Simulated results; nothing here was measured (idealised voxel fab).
This section sets out a process module, namely voxel local oxidation.
Shown is cross-section cut, with a width of 205 nm and square cells of size 5 nm.
How to read a cross-section here: the picture is a grid of square cells, written as bands going from the top down, and any band can span one or more rows of cells. In this notation a band is specified by the heights of its top and bottom, in that order and in nm, after which its materials appear from left to right, each paired with its width in nm. The word "all across" attached to a single material means that material fills the band from edge to edge; the word "empty" stands for empty space. The reference from which all heights are counted is 0, the level beneath which the as-received wafer is entirely one material; the lowest band, having no lower bound, proceeds downward and is written after the example "0 and below". Width: "30 to 40" (first number = top row, second number = bottom row, same change from row to row of cells). When a step is marked "stayed the same", none of the cells in the cross-section changed during that step. "Voids lacking openings" enumerates empty spaces isolated from the top, with no open way to it, that contain at least 8 cells, giving each as width x height at distance from the left edge, all three in nm. On each step's line, the part that comes after the settings is the simulator's own comment on the step. The "overlay nm" setting may appear on a step's line; for a step that uses a mask, it gives how far to the right of its planned position the mask lay, and a negative value indicates the left.
# Steps in the process plan
- 1: RECEIVE, material Si
- 2: CONFORMAL_DEP, material SiO2, thk nm 5
- 3: CONFORMAL_DEP, material SiN, thk nm 15
- 4: DIRECTIONAL_DEP, material aC, thk nm 10
- 5: PATTERN, tone cover, mask id ACTIVE, material resist, width nm 90, thk nm 30, overlay nm 0
- 6: DIRECTIONAL_ETCH, etch materials aC, depth nm 10
- 7: STRIP, etch materials resist
- 8: DIRECTIONAL_ETCH, etch materials SiN, depth nm 15
- 9: STRIP, etch materials aC
- 10: SELECTIVE_ETCH, etch materials SiO2, depth nm 5
- 11: OXIDIZE, depth nm 15
- 12: STRIP, etch materials SiN
# Incoming wafer, cross-sectional view, post step 1
* 0 and below = Si all across
* Voids lacking openings: none
# Starting wafer: above. Plan: above. Run: one mistake. Cross-section after the module: below
* 5 down to 0 = empty: 60  SiO2: 80  empty: 65
* 0 down to -20 = SiO2: 80  Si: 40  SiO2: 85
* -20 and below = Si all across
* Voids lacking openings: none
Plan not followed: step 11 off recipe, ran as OXIDIZE, depth nm 20
